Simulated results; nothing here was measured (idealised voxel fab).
A process module follows: voxel double patterning.
The figure presents cross-section cut, which has a width of 200 nm and is divided into square cells with an edge length of 5 nm.
Cross-section spec: square-cell grid; bands listed top down; each band is one or more rows.
Band: top and bottom heights (nm) first, top before bottom; then materials from left to right, widths in nm. "edge to edge" marks a sole material filling the band edge to edge. "blank" denotes empty space.
Basically, 0 is our baseline, since under it the wafer straight out of the box is all one material. The bottom band has no lower end and keeps on going down, so it looks like "0 -> down".
Width: "30..40" (first number = top row, second number = bottom row, same change from row to row of cells).
It should be understood that the words "no modifications", when stated for a given step, signify that the cross-section underwent no change in any of its cells during that step.
Closed empty spaces (no open way to the top) of 8 cells or more are what "Trapped voids" lists, each as width x height at distance from the left edge, nm for all three.
Past the settings on a step's line: simulator remark, on that step.
"overlay nm" denotes, for a step that has a mask, the displacement of the mask to the right of its planned place, with negative values corresponding to the left.

THE PLANNED PROCESS STEPS ARE ENUMERATED HEREUNDER
1,RECEIVE, material Si
2,CONFORMAL_DEP, material SiO2, thk nm 10
3,DIRECTIONAL_DEP, material TiN, thk nm 20
4,DIRECTIONAL_DEP, material SiN, thk nm 5
5,MASKED_ETCH, tone open, mask id FIRST, width nm 15, pitch nm 50, etch materials SiN, depth nm 5, overlay nm 0
6,DIRECTIONAL_DEP, material aC, thk nm 15
7,PATTERN, tone open, mask id SECOND, material resist, width nm 15, thk nm 35, overlay nm 0
8,DIRECTIONAL_ETCH, etch materials aC, depth nm 15
9,STRIP, etch materials resist
10,DIRECTIONAL_ETCH, etch materials SiN, depth nm 5
11,STRIP, etch materials aC
12,DIRECTIONAL_ETCH, etch materials TiN, depth nm 20
13,STRIP, etch materials SiN

BELOW: THE FIRST OF TWO WAFERS, RUN AS PLANNED

SHOWN IN CROSS-SECTION IS THE WAFER AS RECEIVED, THAT IS, AS IT STANDS AFTER STEP 1
* 0 -> down | Si edge to edge
* Trapped voids: none

STEP 2 DONE - WAFER CROSS-SECTION
* 10 -> 0 | SiO2 edge to edge
* All layers under 0 are left as they were.

STEP 3 DONE - WAFER CROSS-SECTION
* 30 -> 10 | TiN edge to edge
* All layers under 10 are left as they were.

STEP 4 DONE - WAFER CROSS-SECTION
* 35 -> 30 | SiN edge to edge
* All layers under 30 are left as they were.

STEP 5 DONE - WAFER CROSS-SECTION
* 35 -> 30 | SiN: 65, then blank: 15, then SiN: 35, then blank: 15, then SiN: 70
* All layers under 30 are left as they were.

STEP 6 DONE - WAFER CROSS-SECTION
* 50 -> 45 | aC: 65, then blank: 15, then aC: 35, then blank: 15, then aC: 70
* 45 -> 35 | aC edge to edge
* 35 -> 30 | SiN: 65, then aC: 15, then SiN: 35, then aC: 15, then SiN: 70
* All layers under 30 are left as they were.

STEP 7 DONE - WAFER CROSS-SECTION
* 85 -> 50 | resist: 90, then blank: 15, then resist: 95
* 50 -> 45 | aC: 65, then resist: 15, then aC: 35, then resist: 15, then aC: 70
* All layers under 45 are left as they were.

STEP 8 DONE - WAFER CROSS-SECTION
* 70 -> 50 | resist: 90, then blank: 15, then resist: 95
* 50 -> 45 | aC: 65, then resist: 15, then aC: 10, then blank: 15, then aC: 10, then resist: 15, then aC: 70
* 45 -> 35 | aC: 90, then blank: 15, then aC: 95
* All layers under 35 are left as they were.

STEP 9 DONE - WAFER CROSS-SECTION
* 50 -> 45 | aC: 65, then blank: 15, then aC: 10, then blank: 15, then aC: 10, then blank: 15, then aC: 70
* All layers under 45 are left as they were.

STEP 10 DONE - WAFER CROSS-SECTION
* 50 -> 45 | aC: 65, then blank: 15, then aC: 10, then blank: 15, then aC: 10, then blank: 15, then aC: 70
* 45 -> 35 | aC: 90, then blank: 15, then aC: 95
* 35 -> 30 | SiN: 65, then aC: 15, then SiN: 10, then blank: 15, then SiN: 10, then aC: 15, then SiN: 70
* All layers under 30 are left as they were.

STEP 11 DONE - WAFER CROSS-SECTION
* 35 -> 30 | SiN: 65, then blank: 15, then SiN: 10, then blank: 15, then SiN: 10, then blank: 15, then SiN: 70
* All layers under 30 are left as they were.

STEP 12 DONE - WAFER CROSS-SECTION
* 35 -> 30 | SiN: 65, then blank: 15, then SiN: 10, then blank: 15, then SiN: 10, then blank: 15, then SiN: 70
* 30 -> 10 | TiN: 65, then blank: 15, then TiN: 10, then blank: 15, then TiN: 10, then blank: 15, then TiN: 70
* All layers under 10 are left as they were.

STEP 13 DONE - WAFER CROSS-SECTION
* 30 -> 10 | TiN: 65, then blank: 15, then TiN: 10, then blank: 15, then TiN: 10, then blank: 15, then TiN: 70
* All layers under 10 are left as they were.

SECOND WAFER: SAME START AND SAME PLAN AS THE FIRST, ONE EXECUTION ERROR; IDENTICAL TO THE FIRST THROUGH STEP 1

Second wafer at the planned finish of step 2, seen in cross-section: no modifications

SECOND WAFER AT THE PLANNED FINISH OF STEP 3, SEEN IN CROSS-SECTION
* 20 -> 0 | TiN edge to edge
* All layers under 0 are left as they were.

SECOND WAFER AT THE PLANNED FINISH OF STEP 4, SEEN IN CROSS-SECTION
* 25 -> 20 | SiN edge to edge
* All layers under 20 are left as they were.

SECOND WAFER AT THE PLANNED FINISH OF STEP 5, SEEN IN CROSS-SECTION
* 25 -> 20 | SiN: 65, then blank: 15, then SiN: 35, then blank: 15, then SiN: 70
* All layers under 20 are left as they were.

SECOND WAFER AT THE PLANNED FINISH OF STEP 6, SEEN IN CROSS-SECTION
* 40 -> 35 | aC: 65, then blank: 15, then aC: 35, then blank: 15, then aC: 70
* 35 -> 25 | aC edge to edge
* 25 -> 20 | SiN: 65, then aC: 15, then SiN: 35, then aC: 15, then SiN: 70
* All layers under 20 are left as they were.

SECOND WAFER AT THE PLANNED FINISH OF STEP 7, SEEN IN CROSS-SECTION
* 75 -> 40 | resist: 90, then blank: 15, then resist: 95
* 40 -> 35 | aC: 65, then resist: 15, then aC: 35, then resist: 15, then aC: 70
* All layers under 35 are left as they were.

SECOND WAFER AT THE PLANNED FINISH OF STEP 8, SEEN IN CROSS-SECTION
* 60 -> 40 | resist: 90, then blank: 15, then resist: 95
* 40 -> 35 | aC: 65, then resist: 15, then aC: 10, then blank: 15, then aC: 10, then resist: 15, then aC: 70
* 35 -> 25 | aC: 90, then blank: 15, then aC: 95
* All layers under 25 are left as they were.

SECOND WAFER AT THE PLANNED FINISH OF STEP 9, SEEN IN CROSS-SECTION
* 40 -> 35 | aC: 65, then blank: 15, then aC: 10, then blank: 15, then aC: 10, then blank: 15, then aC: 70
* All layers under 35 are left as they were.

SECOND WAFER AT THE PLANNED FINISH OF STEP 10, SEEN IN CROSS-SECTION
* 40 -> 35 | aC: 65, then blank: 15, then aC: 10, then blank: 15, then aC: 10, then blank: 15, then aC: 70
* 35 -> 25 | aC: 90, then blank: 15, then aC: 95
* 25 -> 20 | SiN: 65, then aC: 15, then SiN: 10, then blank: 15, then SiN: 10, then aC: 15, then SiN: 70
* All layers under 20 are left as they were.

SECOND WAFER AT THE PLANNED FINISH OF STEP 11, SEEN IN CROSS-SECTION
* 25 -> 20 | SiN: 65, then blank: 15, then SiN: 10, then blank: 15, then SiN: 10, then blank: 15, then SiN: 70
* All layers under 20 are left as they were.

SECOND WAFER AT THE PLANNED FINISH OF STEP 12, SEEN IN CROSS-SECTION
* 25 -> 20 | SiN: 65, then blank: 15, then SiN: 10, then blank: 15, then SiN: 10, then blank: 15, then SiN: 70
* 20 -> 0 | TiN: 65, then blank: 15, then TiN: 10, then blank: 15, then TiN: 10, then blank: 15, then TiN: 70
* All layers under 0 are left as they were.

SECOND WAFER AT THE PLANNED FINISH OF STEP 13, SEEN IN CROSS-SECTION
* 20 -> 0 | TiN: 65, then blank: 15, then TiN: 10, then blank: 15, then TiN: 10, then blank: 15, then TiN: 70
* All layers under 0 are left as they were.
So what did we get wrong on this run? plan step 2: skipped, not run
Count the cells at the end and the second wafer has more or fewer of some materials than the first: SiO2: 80 fewer
